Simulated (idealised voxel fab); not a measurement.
voxel ribs on slabs: a process module
Cross-section cut: width 220 nm, square cells of 5 nm.
Cross-section layout: square cells on a grid; listed as bands, top to bottom; a band spans one or more cell rows.
Heads up on the band format: heights come first, top then bottom, in nm. After that it's the materials left to right, each with its width in nm. A single material flagged "full width" fills the whole band edge to edge, and "blank" means there's empty space there.
The level at which height equals 0 is the one under which the wafer, as it arrives, is entirely one material. No lower edge exists for the bottom band, which continues downward and is notated as in "from 0 down".
The two numbers in a width such as "30->40" mark its ends across the band: the first belongs to the top row of cells, the second to the bottom row, and from each row to the next the width moves by the same amount.
Basically "changes: none" means that step didn't change any cell in the cross-section.
The entry titled "Tabulated closed voids" provides the empty spaces that have no open way to the top, restricted to those of 8 cells or more. Each is presented as width x height at distance, the distance being measured from the left edge, with all three in nm.
On each step's line, the part that comes after the settings is the simulator's own comment on the step.
A step's line can hold "overlay nm"; with a mask on that step, the setting says how far right of the planned place the mask lay, while a negative setting says it lay to the left.

THE PLANNED PROCESS STEPS ARE ENUMERATED HEREUNDER
- 1: RECEIVE (material Si)
- 2: DIRECTIONAL_DEP (material SiO2; thk nm 20)
- 3: DIRECTIONAL_DEP (material polySi; thk nm 25)
- 4: MASKED_ETCH (tone cover; mask id RIB; width nm 20; etch materials polySi; depth nm 15; overlay nm 0)
- 5: PATTERN (tone cover; mask id SLAB; material resist; width nm 50; thk nm 20; overlay nm 0)
- 6: DIRECTIONAL_ETCH (etch materials polySi; depth nm 10)
- 7: STRIP (etch materials resist)
- 8: FILL_DEP (material SiO2; thk nm 20)
- 9: CMP (height nm 60)
- 10: DIRECTIONAL_DEP (material W; thk nm 5)
- 11: PATTERN (tone cover; mask id HEATER; material resist; width nm 30; thk nm 20; overlay nm 0)
- 12: DIRECTIONAL_ETCH (etch materials W; depth nm 5)
- 13: STRIP (etch materials resist)
- 14: CONFORMAL_DEP (material SiN; thk nm 5)

WHAT FOLLOWS COVERS THE FIRST OF TWO WAFERS; IT RAN AS PLANNED

THE CROSS-SECTION HERE SHOWS THE WAFER AS RECEIVED, I.E. IN ITS STATE AFTER STEP 1
from 0 down: Si full width
Tabulated closed voids: none

WAFER SECTION VIEW AFTER PROCESSING STEP 2
from 20 to 0: SiO2 full width
Under 0: no change, same as before.

WAFER SECTION VIEW AFTER PROCESSING STEP 3
from 45 to 20: polySi full width
Under 20: no change, same as before.

WAFER SECTION VIEW AFTER PROCESSING STEP 4
from 45 to 30: 100 of blank  20 of polySi  100 of blank
Under 30: no change, same as before.

WAFER SECTION VIEW AFTER PROCESSING STEP 5
from 65 to 45: 85 of blank  50 of resist  85 of blank
from 45 to 30: 85 of blank  15 of resist  20 of polySi  15 of resist  85 of blank
Under 30: no change, same as before.

WAFER SECTION VIEW AFTER PROCESSING STEP 6
from 65 to 45: 85 of blank  50 of resist  85 of blank
from 45 to 30: 85 of blank  15 of resist  20 of polySi  15 of resist  85 of blank
from 30 to 20: 85 of blank  50 of polySi  85 of blank
Under 20: no change, same as before.

WAFER SECTION VIEW AFTER PROCESSING STEP 7
from 45 to 30: 100 of blank  20 of polySi  100 of blank
Under 30: no change, same as before.

WAFER SECTION VIEW AFTER PROCESSING STEP 8
from 65 to 45: SiO2 full width
from 45 to 30: 100 of SiO2  20 of polySi  100 of SiO2
from 30 to 20: 85 of SiO2  50 of polySi  85 of SiO2
Under 20: no change, same as before.

WAFER SECTION VIEW AFTER PROCESSING STEP 9
from 60 to 45: SiO2 full width
Under 45: no change, same as before.

WAFER SECTION VIEW AFTER PROCESSING STEP 10
from 65 to 60: W full width
Under 60: no change, same as before.

WAFER SECTION VIEW AFTER PROCESSING STEP 11
from 85 to 65: 95 of blank  30 of resist  95 of blank
Under 65: no change, same as before.

WAFER SECTION VIEW AFTER PROCESSING STEP 12
from 85 to 65: 95 of blank  30 of resist  95 of blank
from 65 to 60: 95 of blank  30 of W  95 of blank
Under 60: no change, same as before.

WAFER SECTION VIEW AFTER PROCESSING STEP 13
from 65 to 60: 95 of blank  30 of W  95 of blank
Under 60: no change, same as before.

WAFER SECTION VIEW AFTER PROCESSING STEP 14
from 70 to 65: 90 of blank  40 of SiN  90 of blank
from 65 to 60: 95 of SiN  30 of W  95 of SiN
Under 60: no change, same as before.

THE REMAINING WAFER, SECOND OF THE TWO, STARTED LIKE THE FIRST AND WAS RUN TO THE SAME PLAN, EXCEPT THAT ONE MISTAKE WAS MADE ALONG THE WAY; THE TWO COINCIDE THROUGH STEP 10, INCLUSIVE

SECOND WAFER PROFILE IN SECTION, AT THE MOMENT STEP 11 OF THE PLAN WAS MEANT TO BE COMPLETE
from 85 to 65: 100 of blank  30 of resist  90 of blank
Under 65: no change, same as before.

SECOND WAFER PROFILE IN SECTION, AT THE MOMENT STEP 12 OF THE PLAN WAS MEANT TO BE COMPLETE
from 85 to 65: 100 of blank  30 of resist  90 of blank
from 65 to 60: 100 of blank  30 of W  90 of blank
Under 60: no change, same as before.

SECOND WAFER PROFILE IN SECTION, AT THE MOMENT STEP 13 OF THE PLAN WAS MEANT TO BE COMPLETE
from 65 to 60: 100 of blank  30 of W  90 of blank
Under 60: no change, same as before.

SECOND WAFER PROFILE IN SECTION, AT THE MOMENT STEP 14 OF THE PLAN WAS MEANT TO BE COMPLETE
from 70 to 65: 95 of blank  40 of SiN  85 of blank
from 65 to 60: 100 of SiN  30 of W  90 of SiN
Under 60: no change, same as before.
Run error: planned and actual differ for step 11; actual: PATTERN (tone cover; mask id HEATER; material resist; width nm 30; thk nm 20; overlay nm 5)
Tallied in cells, the final second wafer holds each material in the same quantity as the first, although not at the same places.
